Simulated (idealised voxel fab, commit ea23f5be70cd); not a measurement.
Proc. module: voxel capacitor over wiring
Each square cell in cross-section cut measures 5 nm, and the section as a whole is 165 nm wide.
For the purposes of this document, a cross-section shall be understood as a grid of square cells, specified as bands listed in top-to-bottom order, each band consisting of one or more rows of cells. Band: top and bottom heights (nm) first, top before bottom; then materials from left to right, widths in nm. "throughout" marks a sole material filling the band edge to edge. "air" denotes empty space. Beneath 0, the wafer as received is one material, and that level is where height counting begins. The lowest band goes on downward without a bottom; it is written like "from 0 down". Width: "30 to 40" (first number = top row, second number = bottom row, same change from row to row of cells). For the purposes of this document, the phrase "nothing got changed" attached to a step denotes that no cell within the cross-section was modified by that step. "Fully closed voids" - sealed voids, min. 8 cells, no opening to top; format: width x height at distance (distance from left edge; nm throughout). Whatever follows a step's settings on its line is a remark the simulator itself makes about that step. The optional step-line setting "overlay nm" applies to steps with a mask and quantifies how far to the right of its planned location the mask lay, a negative value indicating leftward placement.
### Set out below are the planned steps of the process
1: RECEIVE, material Si
2: CONFORMAL_DEP, material SiO2, thk nm 10
3: DIRECTIONAL_DEP, material TiN, thk nm 5
4: DIRECTIONAL_DEP, material W, thk nm 15
5: MASKED_ETCH, tone cover, mask id METAL_1, width nm 25, pitch nm 75, etch materials W, depth nm 15, overlay nm 0
6: MASKED_ETCH, tone cover, mask id METAL_1, width nm 25, pitch nm 75, etch materials TiN, depth nm 5, overlay nm 0
7: FILL_DEP, material lowk, thk nm 5
8: CMP, height nm 30
9: CONFORMAL_DEP, material SiCN, thk nm 5
10: DIRECTIONAL_DEP, material lowk, thk nm 20
11: PATTERN, tone open, mask id PLUG_1, material resist, width nm 15, thk nm 15, overlay nm 0
12: DIRECTIONAL_ETCH, etch materials lowk, depth nm 20
13: DIRECTIONAL_ETCH, etch materials SiCN, depth nm 5
14: STRIP, etch materials resist
15: EPI, material Ru, thk nm 10
16: EPI, material Ru, thk nm 10
17: EPI, material Ru, thk nm 5
18: DIRECTIONAL_DEP, material TiN, thk nm 5
19: DIRECTIONAL_DEP, material HfO2, thk nm 5
20: DIRECTIONAL_DEP, material TiN, thk nm 5
21: PATTERN, tone cover, mask id UPPER_PLATE, material resist, width nm 55, thk nm 15, overlay nm 0
22: DIRECTIONAL_ETCH, etch materials TiN, depth nm 5
23: DIRECTIONAL_ETCH, etch materials HfO2, depth nm 5
24: STRIP, etch materials resist
25: PATTERN, tone cover, mask id LOWER_PLATE, material resist, width nm 65, thk nm 15, overlay nm 0
26: DIRECTIONAL_ETCH, etch materials TiN, depth nm 5
27: STRIP, etch materials resist
28: FILL_DEP, material SiO2, thk nm 15
29: CMP, height nm 80
30: PATTERN, tone open, mask id PLUG_2, material resist, width nm 15, thk nm 15, overlay nm 0
31: DIRECTIONAL_ETCH, etch materials SiO2, depth nm 10
32: STRIP, etch materials resist
33: CONFORMAL_DEP, material TiN, thk nm 5
34: FILL_DEP, material Ru, thk nm 5
35: CMP, height nm 80
36: CONFORMAL_DEP, material SiCN, thk nm 5
### First of two wafers, processed according to plan
### Cross-section: wafer on arrival = after step 1
> from 0 down = Si throughout
> Fully closed voids: none
### So this is the wafer cross-section right after step 2
> from 10 to 0 = SiO2 throughout
> Below 0, no change.
### So this is the wafer cross-section right after step 3
> from 15 to 10 = TiN throughout
> Below 10, no change.
### So this is the wafer cross-section right after step 4
> from 30 to 15 = W throughout
> Below 15, no change.
### So this is the wafer cross-section right after step 5
> from 30 to 15 = air: 30  W: 25  air: 50  W: 25  air: 35
> Below 15, no change.
### So this is the wafer cross-section right after step 6
> from 30 to 15 = air: 30  W: 25  air: 50  W: 25  air: 35
> from 15 to 10 = air: 30  TiN: 25  air: 50  TiN: 25  air: 35
> Below 10, no change.
### So this is the wafer cross-section right after step 7
> from 35 to 30 = lowk throughout
> from 30 to 15 = lowk: 30  W: 25  lowk: 50  W: 25  lowk: 35
> from 15 to 10 = lowk: 30  TiN: 25  lowk: 50  TiN: 25  lowk: 35
> Below 10, no change.
### So this is the wafer cross-section right after step 8
> from 30 to 15 = lowk: 30  W: 25  lowk: 50  W: 25  lowk: 35
> Below 15, no change.
### So this is the wafer cross-section right after step 9
> from 35 to 30 = SiCN throughout
> Below 30, no change.
### So this is the wafer cross-section right after step 10
> from 55 to 35 = lowk throughout
> Below 35, no change.
### So this is the wafer cross-section right after step 11
> from 70 to 55 = resist: 40  air: 15  resist: 110
> Below 55, no change.
### So this is the wafer cross-section right after step 12
> from 70 to 55 = resist: 40  air: 15  resist: 110
> from 55 to 35 = lowk: 40  air: 15  lowk: 110
> Below 35, no change.
### So this is the wafer cross-section right after step 13
> from 70 to 55 = resist: 40  air: 15  resist: 110
> from 55 to 35 = lowk: 40  air: 15  lowk: 110
> from 35 to 30 = SiCN: 40  air: 15  SiCN: 110
> Below 30, no change.
### So this is the wafer cross-section right after step 14
> from 55 to 35 = lowk: 40  air: 15  lowk: 110
> Below 35, no change.
### So this is the wafer cross-section right after step 15
> from 55 to 40 = lowk: 40  air: 15  lowk: 110
> from 40 to 35 = lowk: 40  Ru: 15  lowk: 110
> from 35 to 30 = SiCN: 40  Ru: 15  SiCN: 110
> Below 30, no change.
### So this is the wafer cross-section right after step 16
> from 55 to 50 = lowk: 40  air: 15  lowk: 110
> from 50 to 35 = lowk: 40  Ru: 15  lowk: 110
> Below 35, no change.
### So this is the wafer cross-section right after step 17
> from 55 to 35 = lowk: 40  Ru: 15  lowk: 110
> Below 35, no change.
### So this is the wafer cross-section right after step 18
> from 60 to 55 = TiN throughout
> Below 55, no change.
### So this is the wafer cross-section right after step 19
> from 65 to 60 = HfO2 throughout
> Below 60, no change.
### So this is the wafer cross-section right after step 20
> from 70 to 65 = TiN throughout
> Below 65, no change.
### So this is the wafer cross-section right after step 21
> from 85 to 70 = air: 40  resist: 55  air: 70
> Below 70, no change.
### So this is the wafer cross-section right after step 22
> from 85 to 70 = air: 40  resist: 55  air: 70
> from 70 to 65 = air: 40  TiN: 55  air: 70
> Below 65, no change.
### So this is the wafer cross-section right after step 23
> from 85 to 70 = air: 40  resist: 55  air: 70
> from 70 to 65 = air: 40  TiN: 55  air: 70
> from 65 to 60 = air: 40  HfO2: 55  air: 70
> Below 60, no change.
### So this is the wafer cross-section right after step 24
> from 70 to 65 = air: 40  TiN: 55  air: 70
> Below 65, no change.
### So this is the wafer cross-section right after step 25
> from 85 to 70 = air: 35  resist: 65  air: 65
> from 70 to 65 = air: 35  resist: 5  TiN: 55  resist: 5  air: 65
> from 65 to 60 = air: 35  resist: 5  HfO2: 55  resist: 5  air: 65
> Below 60, no change.
### So this is the wafer cross-section right after step 26
> from 85 to 70 = air: 35  resist: 65  air: 65
> from 70 to 65 = air: 35  resist: 5  TiN: 55  resist: 5  air: 65
> from 65 to 60 = air: 35  resist: 5  HfO2: 55  resist: 5  air: 65
> from 60 to 55 = air: 35  TiN: 65  air: 65
> Below 55, no change.
### So this is the wafer cross-section right after step 27
> from 70 to 65 = air: 40  TiN: 55  air: 70
> from 65 to 60 = air: 40  HfO2: 55  air: 70
> Below 60, no change.
### So this is the wafer cross-section right after step 28
> from 85 to 70 = SiO2 throughout
> from 70 to 65 = SiO2: 40  TiN: 55  SiO2: 70
> from 65 to 60 = SiO2: 40  HfO2: 55  SiO2: 70
> from 60 to 55 = SiO2: 35  TiN: 65  SiO2: 65
> Below 55, no change.
### So this is the wafer cross-section right after step 29
> from 80 to 70 = SiO2 throughout
> Below 70, no change.
### So this is the wafer cross-section right after step 30
> from 95 to 80 = resist: 50  air: 15  resist: 100
> Below 80, no change.
### So this is the wafer cross-section right after step 31
> from 95 to 80 = resist: 50  air: 15  resist: 100
> from 80 to 70 = SiO2: 50  air: 15  SiO2: 100
> Below 70, no change.
### So this is the wafer cross-section right after step 32
> from 80 to 70 = SiO2: 50  air: 15  SiO2: 100
> Below 70, no change.
### So this is the wafer cross-section right after step 33
> from 85 to 80 = TiN: 55  air: 5  TiN: 105
> from 80 to 75 = SiO2: 50  TiN: 5  air: 5  TiN: 5  SiO2: 100
> from 75 to 65 = SiO2: 50 to 40  TiN: 15 to 55  SiO2: 100 to 70
> Below 65, no change.
### So this is the wafer cross-section right after step 34
> from 90 to 85 = Ru throughout
> from 85 to 80 = TiN: 55  Ru: 5  TiN: 105
> from 80 to 75 = SiO2: 50  TiN: 5  Ru: 5  TiN: 5  SiO2: 100
> Below 75, no change.
### So this is the wafer cross-section right after step 35
> from 80 to 75 = SiO2: 50  TiN: 5  Ru: 5  TiN: 5  SiO2: 100
> Below 75, no change.
### So this is the wafer cross-section right after step 36
> from 85 to 80 = SiCN throughout
> Below 80, no change.
### Notes, second wafer: start = first wafer's, plan = first wafer's, execution had one mistake; history identical to first through step 5
### Cross-section, second wafer, at the end time the plan gives for step 6
> from 30 to 15 = air: 30  W: 25  air: 50  W: 25  air: 35
> from 15 to 10 = air: 25  TiN: 35  air: 40  TiN: 35  air: 30
> Below 10, no change.
### Cross-section, second wafer, at the end time the plan gives for step 7
> from 35 to 30 = lowk throughout
> from 30 to 15 = lowk: 30  W: 25  lowk: 50  W: 25  lowk: 35
> from 15 to 10 = lowk: 25  TiN: 35  lowk: 40  TiN: 35  lowk: 30
> Below 10, no change.
### Cross-section, second wafer, at the end time the plan gives for step 8
> from 30 to 15 = lowk: 30  W: 25  lowk: 50  W: 25  lowk: 35
> Below 15, no change.
### Cross-section, second wafer, at the end time the plan gives for step 9
> from 35 to 30 = SiCN throughout
> Below 30, no change.
### Cross-section, second wafer, at the end time the plan gives for step 10
> from 55 to 35 = lowk throughout
> Below 35, no change.
### Cross-section, second wafer, at the end time the plan gives for step 11
> from 70 to 55 = resist: 40  air: 15  resist: 110
> Below 55, no change.
### Cross-section, second wafer, at the end time the plan gives for step 12
> from 70 to 55 = resist: 40  air: 15  resist: 110
> from 55 to 35 = lowk: 40  air: 15  lowk: 110
> Below 35, no change.
### Cross-section, second wafer, at the end time the plan gives for step 13
> from 70 to 55 = resist: 40  air: 15  resist: 110
> from 55 to 35 = lowk: 40  air: 15  lowk: 110
> from 35 to 30 = SiCN: 40  air: 15  SiCN: 110
> Below 30, no change.
### Cross-section, second wafer, at the end time the plan gives for step 14
> from 55 to 35 = lowk: 40  air: 15  lowk: 110
> Below 35, no change.
### Cross-section, second wafer, at the end time the plan gives for step 15
> from 55 to 40 = lowk: 40  air: 15  lowk: 110
> from 40 to 35 = lowk: 40  Ru: 15  lowk: 110
> from 35 to 30 = SiCN: 40  Ru: 15  SiCN: 110
> Below 30, no change.
### Cross-section, second wafer, at the end time the plan gives for step 16
> from 55 to 50 = lowk: 40  air: 15  lowk: 110
> from 50 to 35 = lowk: 40  Ru: 15  lowk: 110
> Below 35, no change.
### Cross-section, second wafer, at the end time the plan gives for step 17
> from 55 to 35 = lowk: 40  Ru: 15  lowk: 110
> Below 35, no change.
### Cross-section, second wafer, at the end time the plan gives for step 18
> from 60 to 55 = TiN throughout
> Below 55, no change.
### Cross-section, second wafer, at the end time the plan gives for step 19
> from 65 to 60 = HfO2 throughout
> Below 60, no change.
### Cross-section, second wafer, at the end time the plan gives for step 20
> from 70 to 65 = TiN throughout
> Below 65, no change.
### Cross-section, second wafer, at the end time the plan gives for step 21
> from 85 to 70 = air: 40  resist: 55  air: 70
> Below 70, no change.
### Cross-section, second wafer, at the end time the plan gives for step 22
> from 85 to 70 = air: 40  resist: 55  air: 70
> from 70 to 65 = air: 40  TiN: 55  air: 70
> Below 65, no change.
### Cross-section, second wafer, at the end time the plan gives for step 23
> from 85 to 70 = air: 40  resist: 55  air: 70
> from 70 to 65 = air: 40  TiN: 55  air: 70
> from 65 to 60 = air: 40  HfO2: 55  air: 70
> Below 60, no change.
### Cross-section, second wafer, at the end time the plan gives for step 24
> from 70 to 65 = air: 40  TiN: 55  air: 70
> Below 65, no change.
### Cross-section, second wafer, at the end time the plan gives for step 25
> from 85 to 70 = air: 35  resist: 65  air: 65
> from 70 to 65 = air: 35  resist: 5  TiN: 55  resist: 5  air: 65
> from 65 to 60 = air: 35  resist: 5  HfO2: 55  resist: 5  air: 65
> Below 60, no change.
### Cross-section, second wafer, at the end time the plan gives for step 26
> from 85 to 70 = air: 35  resist: 65  air: 65
> from 70 to 65 = air: 35  resist: 5  TiN: 55  resist: 5  air: 65
> from 65 to 60 = air: 35  resist: 5  HfO2: 55  resist: 5  air: 65
> from 60 to 55 = air: 35  TiN: 65  air: 65
> Below 55, no change.
### Cross-section, second wafer, at the end time the plan gives for step 27
> from 70 to 65 = air: 40  TiN: 55  air: 70
> from 65 to 60 = air: 40  HfO2: 55  air: 70
> Below 60, no change.
### Cross-section, second wafer, at the end time the plan gives for step 28
> from 85 to 70 = SiO2 throughout
> from 70 to 65 = SiO2: 40  TiN: 55  SiO2: 70
> from 65 to 60 = SiO2: 40  HfO2: 55  SiO2: 70
> from 60 to 55 = SiO2: 35  TiN: 65  SiO2: 65
> Below 55, no change.
### Cross-section, second wafer, at the end time the plan gives for step 29
> from 80 to 70 = SiO2 throughout
> Below 70, no change.
### Cross-section, second wafer, at the end time the plan gives for step 30
> from 95 to 80 = resist: 50  air: 15  resist: 100
> Below 80, no change.
### Cross-section, second wafer, at the end time the plan gives for step 31
> from 95 to 80 = resist: 50  air: 15  resist: 100
> from 80 to 70 = SiO2: 50  air: 15  SiO2: 100
> Below 70, no change.
### Cross-section, second wafer, at the end time the plan gives for step 32
> from 80 to 70 = SiO2: 50  air: 15  SiO2: 100
> Below 70, no change.
### Cross-section, second wafer, at the end time the plan gives for step 33
> from 85 to 80 = TiN: 55  air: 5  TiN: 105
> from 80 to 75 = SiO2: 50  TiN: 5  air: 5  TiN: 5  SiO2: 100
> from 75 to 65 = SiO2: 50 to 40  TiN: 15 to 55  SiO2: 100 to 70
> Below 65, no change.
### Cross-section, second wafer, at the end time the plan gives for step 34
> from 90 to 85 = Ru throughout
> from 85 to 80 = TiN: 55  Ru: 5  TiN: 105
> from 80 to 75 = SiO2: 50  TiN: 5  Ru: 5  TiN: 5  SiO2: 100
> Below 75, no change.
### Cross-section, second wafer, at the end time the plan gives for step 35
> from 80 to 75 = SiO2: 50  TiN: 5  Ru: 5  TiN: 5  SiO2: 100
> Below 75, no change.
### Cross-section, second wafer, at the end time the plan gives for step 36
> from 85 to 80 = SiCN throughout
> Below 80, no change.
Processing error: step 6 deviated from plan and actually ran as MASKED_ETCH, tone cover, mask id METAL_1, width nm 35, pitch nm 75, etch materials TiN, depth nm 5, overlay nm 0
Wrapping up, a cell-based count of both wafers puts the second over or under the first for these materials: +4 TiN; -4 lowk
